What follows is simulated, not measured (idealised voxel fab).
process module | voxel tone inversion
cross-section cut | 250 nm wide | cells 5 nm
A cross-section is a grid of square cells, given in bands from the top down. A band is one or more rows of cells.
Each band's line starts with the height of the band's top and of its bottom, in nm. Then come its materials from left to right, each with its width in nm. One material with "throughout" fills the band from edge to edge. "air" is empty space.
Height 0 is the level under which the wafer as received is all one material. The lowest band goes on downwards, as in "0 down".
A width such as "30 to 40" changes by the same amount from each row of cells to the next, from the band's top row to its bottom row.
"no change" after a step means that no cell of the cross-section changed.
closed voids: empty space of 8 cells or more with no open way to the top, each as width x height at its distance from the left edge, in nm
after a step's settings: what the simulator itself notes on the step
overlay nm, on a step with a mask: how far to the right of its planned place the mask lay; to the left if negative
plan
1 op RECEIVE | material Si
2 op CONFORMAL_DEP | material SiN | thk nm 5
3 op DIRECTIONAL_DEP | material polySi | thk nm 25
4 op PATTERN | tone cover | mask id POSTS | material resist | width nm 20 | pitch nm 35 | thk nm 30 | overlay nm 0
5 op DIRECTIONAL_ETCH | etch materials polySi | depth nm 25
6 op STRIP | etch materials resist
7 op FILL_DEP | material SiO2 | thk nm 5
8 op CMP | height nm 30
9 op STRIP | etch materials polySi
as received, after step 1
  0 down: Si throughout
  closed voids: none
first wafer at the end, as planned
  30 to 5: SiO2 95 | air 20 | SiO2 15 | air 20 | SiO2 100
  5 to 0: SiN throughout
  0 down: Si throughout
  closed voids: none
second wafer at the end: like start, like plan, one mistake
  30 to 25: SiO2 throughout
  25 to 0: SiO2 95 | polySi 20 | SiO2 15 | polySi 20 | SiO2 100
  0 down: Si throughout
  closed voids: none
what went wrong: step 2 was left out
at the end the second wafer has, in cells: 50 fewer of SiN | 50 more of SiO2 | 40 more of polySi
